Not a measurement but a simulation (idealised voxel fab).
The following process module bears the name voxel wiring stack.
Cross-section cut: width 230 nm, square cells of 5 nm.
We lay out every cross-section as a grid of square cells and spell it out in bands from the top down, where one band means one or more rows of cells.
Quick guide to a band line: top height, bottom height (nm) up front; then every material left to right with its width in nm. Only one material and it's marked "everywhere"? Then it fills the band edge to edge. And "blank" just means empty space.
Height datum 0, below which the as-received substrate wafer is one material. Lowest band open at the bottom, running downward: "top 0, no bottom".
Graded width ("30 to 40"): value in top row of band = first number; value in bottom row = second number; row-to-row change constant.
"changes: none" after a step means that no cell of the cross-section changed.
"Closed cavity list" contains a list of empty spaces, each no smaller than 8 cells and without an open way to the top, written in the form width x height at distance with the distance from the left edge and all three in nm.
Text after the settings on a step's line: the simulator's own remark on that step.
overlay nm, on a step with a mask: how far to the right of its planned place the mask lay; to the left if negative

# Steps planned for the process
- 1: RECEIVE,material Si
- 2: CONFORMAL_DEP,material SiO2,thk nm 15
- 3: CONFORMAL_DEP,material SiCN,thk nm 5
- 4: DIRECTIONAL_DEP,material SiO2,thk nm 25
- 5: DIRECTIONAL_DEP,material aC,thk nm 10
- 6: PATTERN,tone open,mask id METAL_1,material resist,width nm 25,pitch nm 50,thk nm 25,overlay nm 0
- 7: DIRECTIONAL_ETCH,etch materials aC,depth nm 10
- 8: STRIP,etch materials resist
- 9: DIRECTIONAL_ETCH,etch materials SiO2,depth nm 25
- 10: DIRECTIONAL_ETCH,etch materials SiCN,depth nm 5
- 11: STRIP,etch materials aC
- 12: CONFORMAL_DEP,material TiN,thk nm 5
- 13: FILL_DEP,material W,thk nm 5
- 14: CMP,height nm 45
- 15: CONFORMAL_DEP,material SiCN,thk nm 5
- 16: DIRECTIONAL_DEP,material lowk,thk nm 15
- 17: DIRECTIONAL_DEP,material aC,thk nm 15
- 18: PATTERN,tone open,mask id PLUG_1,material resist,width nm 15,pitch nm 100,thk nm 35,overlay nm 0
- 19: DIRECTIONAL_ETCH,etch materials aC,depth nm 15
- 20: STRIP,etch materials resist
- 21: DIRECTIONAL_ETCH,etch materials lowk,depth nm 15
- 22: DIRECTIONAL_ETCH,etch materials SiCN,depth nm 5
- 23: STRIP,etch materials aC
- 24: EPI,material Ru,thk nm 10
- 25: EPI,material Ru,thk nm 10
- 26: CONFORMAL_DEP,material SiN,thk nm 5
- 27: DIRECTIONAL_DEP,material SiO2,thk nm 20
- 28: MASKED_ETCH,tone open,mask id METAL_2,width nm 25,pitch nm 50,etch materials SiO2,depth nm 20,overlay nm 0
- 29: MASKED_ETCH,tone open,mask id METAL_2,width nm 25,pitch nm 50,etch materials SiN,depth nm 5,overlay nm 0
- 30: CONFORMAL_DEP,material TiN,thk nm 5
- 31: FILL_DEP,material Cu,thk nm 10
- 32: CMP,height nm 90
- 33: CONFORMAL_DEP,material SiCN,thk nm 5
- 34: DIRECTIONAL_DEP,material SiO2,thk nm 10
- 35: DIRECTIONAL_DEP,material aC,thk nm 15
- 36: PATTERN,tone open,mask id PLUG_2,material resist,width nm 15,pitch nm 100,thk nm 30,overlay nm 0
- 37: DIRECTIONAL_ETCH,etch materials aC,depth nm 15
- 38: STRIP,etch materials resist
- 39: DIRECTIONAL_ETCH,etch materials SiO2,depth nm 10
- 40: DIRECTIONAL_ETCH,etch materials SiCN,depth nm 5
- 41: STRIP,etch materials aC
- 42: CONFORMAL_DEP,material TiN,thk nm 5
- 43: FILL_DEP,material Ru,thk nm 5
- 44: CMP,height nm 105
- 45: DIRECTIONAL_DEP,material TiN,thk nm 5
- 46: DIRECTIONAL_DEP,material Ru,thk nm 25
- 47: DIRECTIONAL_DEP,material aC,thk nm 10
- 48: PATTERN,tone cover,mask id METAL_3,material resist,width nm 25,pitch nm 50,thk nm 30,overlay nm 0
- 49: DIRECTIONAL_ETCH,etch materials aC,depth nm 10
- 50: STRIP,etch materials resist
- 51: DIRECTIONAL_ETCH,etch materials Ru,depth nm 25
- 52: DIRECTIONAL_ETCH,etch materials TiN,depth nm 5
- 53: STRIP,etch materials aC
- 54: CONFORMAL_DEP,material SiCN,thk nm 5
- 55: FILL_DEP,material SiO2,thk nm 10
- 56: CMP,height nm 135
- 57: CONFORMAL_DEP,material SiCN,thk nm 5
- 58: DIRECTIONAL_DEP,material lowk,thk nm 10
- 59: PATTERN,tone open,mask id PLUG_3,material resist,width nm 15,pitch nm 100,thk nm 20,overlay nm 0
- 60: DIRECTIONAL_ETCH,etch materials lowk,depth nm 10
- 61: DIRECTIONAL_ETCH,etch materials SiCN,depth nm 5
- 62: STRIP,etch materials resist
- 63: CONFORMAL_DEP,material TiN,thk nm 5
- 64: FILL_DEP,material Ru,thk nm 5
- 65: CMP,height nm 150
- 66: DIRECTIONAL_DEP,material TiN,thk nm 5
- 67: DIRECTIONAL_DEP,material W,thk nm 20
- 68: PATTERN,tone cover,mask id METAL_4,material resist,width nm 25,pitch nm 50,thk nm 20,overlay nm 0
- 69: DIRECTIONAL_ETCH,etch materials W,depth nm 20
- 70: DIRECTIONAL_ETCH,etch materials TiN,depth nm 5
- 71: STRIP,etch materials resist
- 72: FILL_DEP,material SiO2,thk nm 5
- 73: CMP,height nm 175
- 74: CONFORMAL_DEP,material SiN,thk nm 5

# Here's what the wafer looked like in cross-section when it arrived - that's after step 1
* top 0, no bottom = Si everywhere
* Closed cavity list: none

# End-of-module cross-section of the first of two wafers, processed as planned
* top 180, bottom 175 = SiN everywhere
* top 175, bottom 155 = 25 of SiO2; 25 of W; 25 of SiO2; 25 of W; 25 of SiO2; 25 of W; 25 of SiO2; 25 of W; 30 of SiO2
* top 155, bottom 150 = 25 of SiO2; 25 of TiN; 25 of SiO2; 25 of TiN; 25 of SiO2; 25 of TiN; 25 of SiO2; 25 of TiN; 30 of SiO2
* top 150, bottom 140 = 25 of lowk; 5 of TiN; 5 of Ru; 5 of TiN; 85 of lowk; 5 of TiN; 5 of Ru; 5 of TiN; 90 of lowk
* top 140, bottom 135 = 25 of SiCN; 15 of TiN; 85 of SiCN; 15 of TiN; 90 of SiCN
* top 135, bottom 110 = 20 of SiO2; 5 of SiCN; 25 of Ru; 5 of SiCN; 15 of SiO2; 5 of SiCN; 25 of Ru; 5 of SiCN; 15 of SiO2; 5 of SiCN; 25 of Ru; 5 of SiCN; 15 of SiO2; 5 of SiCN; 25 of Ru; 5 of SiCN; 25 of SiO2
* top 110, bottom 105 = 25 of SiCN; 25 of TiN; 25 of SiCN; 25 of TiN; 25 of SiCN; 25 of TiN; 25 of SiCN; 25 of TiN; 30 of SiCN
* top 105, bottom 95 = 25 of SiO2; 5 of TiN; 5 of Ru; 5 of TiN; 85 of SiO2; 5 of TiN; 5 of Ru; 5 of TiN; 90 of SiO2
* top 95, bottom 90 = 25 of SiCN; 15 of TiN; 85 of SiCN; 15 of TiN; 90 of SiCN
* top 90, bottom 70 = 25 of SiO2; 5 of TiN; 15 of Cu; 5 of TiN; 25 of SiO2; 5 of TiN; 15 of Cu; 5 of TiN; 25 of SiO2; 5 of TiN; 15 of Cu; 5 of TiN; 25 of SiO2; 5 of TiN; 15 of Cu; 5 of TiN; 30 of SiO2
* top 70, bottom 65 = 25 of SiN; 25 of TiN; 25 of SiN; 25 of TiN; 25 of SiN; 25 of TiN; 25 of SiN; 25 of TiN; 30 of SiN
* top 65, bottom 50 = 25 of lowk; 15 of Ru; 85 of lowk; 15 of Ru; 90 of lowk
* top 50, bottom 45 = 25 of SiCN; 15 of Ru; 85 of SiCN; 15 of Ru; 90 of SiCN
* top 45, bottom 20 = 25 of SiO2; 5 of TiN; 15 of W; 5 of TiN; 25 of SiO2; 5 of TiN; 15 of W; 5 of TiN; 25 of SiO2; 5 of TiN; 15 of W; 5 of TiN; 25 of SiO2; 5 of TiN; 15 of W; 5 of TiN; 30 of SiO2
* top 20, bottom 15 = 25 of SiCN; 25 of TiN; 25 of SiCN; 25 of TiN; 25 of SiCN; 25 of TiN; 25 of SiCN; 25 of TiN; 30 of SiCN
* top 15, bottom 0 = SiO2 everywhere
* top 0, no bottom = Si everywhere
* Closed cavity list: none

# End-of-module cross-section of the second wafer: identical starting point and process plan to the first, with one processing mistake
* top 180, bottom 175 = SiN everywhere
* top 175, bottom 155 = 25 of SiO2; 25 of W; 25 of SiO2; 25 of W; 25 of SiO2; 25 of W; 25 of SiO2; 25 of W; 30 of SiO2
* top 155, bottom 150 = 25 of SiO2; 25 of TiN; 25 of SiO2; 25 of TiN; 25 of SiO2; 25 of TiN; 25 of SiO2; 25 of TiN; 30 of SiO2
* top 150, bottom 140 = 25 of lowk; 5 of TiN; 5 of Ru; 5 of TiN; 85 of lowk; 5 of TiN; 5 of Ru; 5 of TiN; 90 of lowk
* top 140, bottom 135 = 25 of SiCN; 15 of TiN; 85 of SiCN; 15 of TiN; 90 of SiCN
* top 135, bottom 110 = 20 of SiO2; 5 of SiCN; 25 of Ru; 5 of SiCN; 15 of SiO2; 5 of SiCN; 25 of Ru; 5 of SiCN; 15 of SiO2; 5 of SiCN; 25 of Ru; 5 of SiCN; 15 of SiO2; 5 of SiCN; 25 of Ru; 5 of SiCN; 25 of SiO2
* top 110, bottom 105 = 25 of SiCN; 25 of TiN; 25 of SiCN; 25 of TiN; 25 of SiCN; 25 of TiN; 25 of SiCN; 25 of TiN; 30 of SiCN
* top 105, bottom 95 = 25 of SiO2; 5 of TiN; 5 of Ru; 5 of TiN; 85 of SiO2; 5 of TiN; 5 of Ru; 5 of TiN; 90 of SiO2
* top 95, bottom 90 = 25 of SiCN; 15 of TiN; 85 of SiCN; 15 of TiN; 90 of SiCN
* top 90, bottom 70 = 30 of SiO2; 5 of TiN; 10 of Cu; 5 of TiN; 30 of SiO2; 5 of TiN; 10 of Cu; 5 of TiN; 30 of SiO2; 5 of TiN; 10 of Cu; 5 of TiN; 30 of SiO2; 5 of TiN; 10 of Cu; 5 of TiN; 30 of SiO2
* top 70, bottom 65 = 30 of SiN; 20 of TiN; 30 of SiN; 20 of TiN; 30 of SiN; 20 of TiN; 30 of SiN; 20 of TiN; 30 of SiN
* top 65, bottom 50 = 25 of lowk; 15 of Ru; 85 of lowk; 15 of Ru; 90 of lowk
* top 50, bottom 45 = 25 of SiCN; 15 of Ru; 85 of SiCN; 15 of Ru; 90 of SiCN
* top 45, bottom 20 = 25 of SiO2; 5 of TiN; 15 of W; 5 of TiN; 25 of SiO2; 5 of TiN; 15 of W; 5 of TiN; 25 of SiO2; 5 of TiN; 15 of W; 5 of TiN; 25 of SiO2; 5 of TiN; 15 of W; 5 of TiN; 30 of SiO2
* top 20, bottom 15 = 25 of SiCN; 25 of TiN; 25 of SiCN; 25 of TiN; 25 of SiCN; 25 of TiN; 25 of SiCN; 25 of TiN; 30 of SiCN
* top 15, bottom 0 = SiO2 everywhere
* top 0, no bottom = Si everywhere
* Closed cavity list: none
In executing the process, a mistake was made relative to the plan: step 28 was processed under conditions differing from the plan, specifically as MASKED_ETCH,tone open,mask id METAL_2,width nm 20,pitch nm 50,etch materials SiO2,depth nm 20,overlay nm 0
Final comparison by cell count, materials where the second wafer has more or fewer than the first: Cu: 16 fewer; SiN: 4 more; SiO2: 16 more; TiN: 4 fewer
